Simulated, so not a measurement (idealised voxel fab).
The following process module bears the name voxel self aligned vias.
Cross-section cut: width 255 nm, square cells of 5 nm.
A cross-section in this document is a grid of square cells, and it is written down as bands, the top band listed before the ones below it; a band is made up of one or more rows of cells. It is stipulated that each band's entry specify, in nanometres, the height of the top of the band and then that of its bottom, followed by the materials of the band in left-to-right sequence, each together with its width in nanometres. A single material marked by the word "edge to edge" is understood to fill the band from edge to edge; the word "air" is understood to denote empty space. Heights are measured from 0, the level below which the as-received wafer is all one material; the lowest band has no bottom and continues downward, written as in "from 0 down". The two numbers in a width such as "30..40" mark its ends across the band: the first belongs to the top row of cells, the second to the bottom row, and from each row to the next the width moves by the same amount. When a step is marked "nothing got changed", none of the cells in the cross-section changed during that step. "Enclosed internal voids" specifies each empty space that is not open to the top and that occupies no fewer than 8 cells, using the form width x height at distance, the distance measured from the left edge and all three quantities in nm. Where a step's line continues beyond its settings, the continuation is a remark by the simulator itself on that step. Each step line may optionally specify "overlay nm", which for a step with a mask gives the rightward distance between the mask's planned place and where it lay, a negative value indicating the leftward direction.

### The following list gives the planned process steps
1) RECEIVE, material Si
2) CONFORMAL_DEP, material SiO2, thk nm 10
3) CONFORMAL_DEP, material SiCN, thk nm 5
4) DIRECTIONAL_DEP, material lowk, thk nm 25
5) DIRECTIONAL_DEP, material aC, thk nm 10
6) PATTERN, tone open, mask id LINES, material resist, width nm 25, pitch nm 65, thk nm 25, overlay nm 0
7) DIRECTIONAL_ETCH, etch materials aC, depth nm 10
8) STRIP, etch materials resist
9) DIRECTIONAL_ETCH, etch materials lowk, depth nm 25
10) STRIP, etch materials aC
11) CONFORMAL_DEP, material TiN, thk nm 5
12) FILL_DEP, material W, thk nm 10
13) CMP, height nm 40
14) SELECTIVE_ETCH, etch materials W Ru TiN, depth nm 5
15) FILL_DEP, material SiN, thk nm 5
16) CMP, height nm 40
17) DIRECTIONAL_DEP, material lowk, thk nm 15
18) MASKED_ETCH, tone open, mask id VIAS, width nm 45, pitch nm 130, etch materials lowk, depth nm 15, overlay nm 0
19) MASKED_ETCH, tone open, mask id VIAS, width nm 45, pitch nm 130, etch materials SiN, depth nm 5, overlay nm 0
20) CONFORMAL_DEP, material TiN, thk nm 5
21) FILL_DEP, material Ru, thk nm 5
22) CMP, height nm 55
23) CONFORMAL_DEP, material SiN, thk nm 5

### Cross-sectional view of the wafer in its as-received condition, corresponding to the state after step 1
    from 0 down  Si edge to edge
    Enclosed internal voids: none

### What the wafer looks like in cross-section after this module, when it starts as shown above and follows the plan above but one mistake is made in running it
    from 60 to 55  SiN edge to edge
    from 55 to 40  lowk=40; TiN=5; Ru=35; TiN=5; lowk=85; TiN=5; Ru=35; TiN=5; lowk=40
    from 40 to 35  lowk=40; TiN=45; lowk=30; SiN=25; lowk=30; TiN=45; lowk=40
    from 35 to 25  lowk=40; TiN=15; W=15; TiN=15; lowk=30; TiN=5; W=15; TiN=5; lowk=30; TiN=15; W=15; TiN=15; lowk=40
    from 25 to 20  lowk=50; TiN=5; W=15; TiN=5; lowk=40; TiN=5; W=15; TiN=5; lowk=40; TiN=5; W=15; TiN=5; lowk=50
    from 20 to 15  lowk=50; TiN=25; lowk=40; TiN=25; lowk=40; TiN=25; lowk=50
    from 15 to 10  SiCN edge to edge
    from 10 to 0  SiO2 edge to edge
    from 0 down  Si edge to edge
    Enclosed internal voids: none
Error vs. plan: yeah, plan step 18 got run twice
